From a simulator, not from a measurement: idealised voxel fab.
process module | voxel spacer lines
cross-section cut | 165 nm wide | cells 5 nm
A cross-section is a grid of square cells, given in bands from the top down. A band is one or more rows of cells.
Each band's line starts with the height of the band's top and of its bottom, in nm. Then come its materials from left to right, each with its width in nm. One material with "throughout" fills the band from edge to edge. "air" is empty space.
Height 0 is the level under which the wafer as received is all one material. The lowest band goes on downwards, as in "0 down".
A width such as "30 to 40" changes by the same amount from each row of cells to the next, from the band's top row to its bottom row.
"no change" after a step means that no cell of the cross-section changed.
closed voids: empty space of 8 cells or more with no open way to the top, each as width x height at its distance from the left edge, in nm
after a step's settings: what the simulator itself notes on the step
overlay nm, on a step with a mask: how far to the right of its planned place the mask lay; to the left if negative
plan
1 op RECEIVE | material Si
2 op CONFORMAL_DEP | material Al2O3 | thk nm 5
3 op DIRECTIONAL_DEP | material polySi | thk nm 20
4 op DIRECTIONAL_DEP | material aC | thk nm 25
5 op PATTERN | tone cover | mask id MANDREL | material resist | width nm 20 | pitch nm 70 | thk nm 35 | overlay nm 0
6 op DIRECTIONAL_ETCH | etch materials aC | depth nm 25
7 op STRIP | etch materials resist
8 op CONFORMAL_DEP | material SiO2 | thk nm 15
9 op DIRECTIONAL_ETCH | etch materials SiO2 | depth nm 15
10 op STRIP | etch materials aC
11 op DIRECTIONAL_ETCH | etch materials polySi | depth nm 20
12 op STRIP | etch materials SiO2
first wafer, as planned
as received, after step 1
  0 down: Si throughout
  closed voids: none
after step 2
  5 to 0: Al2O3 throughout
  below 0: unchanged
after step 3
  25 to 5: polySi throughout
  below 5: unchanged
after step 4
  50 to 25: aC throughout
  below 25: unchanged
after step 5
  85 to 50: air 35 | resist 20 | air 50 | resist 20 | air 40
  below 50: unchanged
after step 6
  60 to 50: air 35 | resist 20 | air 50 | resist 20 | air 40
  50 to 25: air 35 | aC 20 | air 50 | aC 20 | air 40
  below 25: unchanged
after step 7
  50 to 25: air 35 | aC 20 | air 50 | aC 20 | air 40
  below 25: unchanged
after step 8
  65 to 50: air 20 | SiO2 50 | air 20 | SiO2 50 | air 25
  50 to 40: air 20 | SiO2 15 | aC 20 | SiO2 15 | air 20 | SiO2 15 | aC 20 | SiO2 15 | air 25
  40 to 25: SiO2 35 | aC 20 | SiO2 50 | aC 20 | SiO2 40
  below 25: unchanged
after step 9
  50 to 25: air 20 | SiO2 15 | aC 20 | SiO2 15 | air 20 | SiO2 15 | aC 20 | SiO2 15 | air 25
  below 25: unchanged
after step 10
  50 to 25: air 20 | SiO2 15 | air 20 | SiO2 15 | air 20 | SiO2 15 | air 20 | SiO2 15 | air 25
  below 25: unchanged
after step 11
  50 to 25: air 20 | SiO2 15 | air 20 | SiO2 15 | air 20 | SiO2 15 | air 20 | SiO2 15 | air 25
  25 to 5: air 20 | polySi 15 | air 20 | polySi 15 | air 20 | polySi 15 | air 20 | polySi 15 | air 25
  below 5: unchanged
after step 12
  25 to 5: air 20 | polySi 15 | air 20 | polySi 15 | air 20 | polySi 15 | air 20 | polySi 15 | air 25
  below 5: unchanged
second wafer: like start, like plan, one mistake. Through step 4 it matches the first wafer
when step 5 should have ended
  85 to 50: air 25 | resist 20 | air 50 | resist 20 | air 50
  below 50: unchanged
when step 6 should have ended
  60 to 50: air 25 | resist 20 | air 50 | resist 20 | air 50
  50 to 25: air 25 | aC 20 | air 50 | aC 20 | air 50
  below 25: unchanged
when step 7 should have ended
  50 to 25: air 25 | aC 20 | air 50 | aC 20 | air 50
  below 25: unchanged
when step 8 should have ended
  65 to 50: air 10 | SiO2 50 | air 20 | SiO2 50 | air 35
  50 to 40: air 10 | SiO2 15 | aC 20 | SiO2 15 | air 20 | SiO2 15 | aC 20 | SiO2 15 | air 35
  40 to 25: SiO2 25 | aC 20 | SiO2 50 | aC 20 | SiO2 50
  below 25: unchanged
when step 9 should have ended
  50 to 25: air 10 | SiO2 15 | aC 20 | SiO2 15 | air 20 | SiO2 15 | aC 20 | SiO2 15 | air 35
  below 25: unchanged
when step 10 should have ended
  50 to 25: air 10 | SiO2 15 | air 20 | SiO2 15 | air 20 | SiO2 15 | air 20 | SiO2 15 | air 35
  below 25: unchanged
when step 11 should have ended
  50 to 25: air 10 | SiO2 15 | air 20 | SiO2 15 | air 20 | SiO2 15 | air 20 | SiO2 15 | air 35
  25 to 5: air 10 | polySi 15 | air 20 | polySi 15 | air 20 | polySi 15 | air 20 | polySi 15 | air 35
  below 5: unchanged
when step 12 should have ended
  25 to 5: air 10 | polySi 15 | air 20 | polySi 15 | air 20 | polySi 15 | air 20 | polySi 15 | air 35
  below 5: unchanged
what went wrong: step 5 ran as: op PATTERN | tone cover | mask id MANDREL | material resist | width nm 20 | pitch nm 70 | thk nm 35 | overlay nm -10
at the end the second wafer has, in cells: as many of each material as the first, in other places
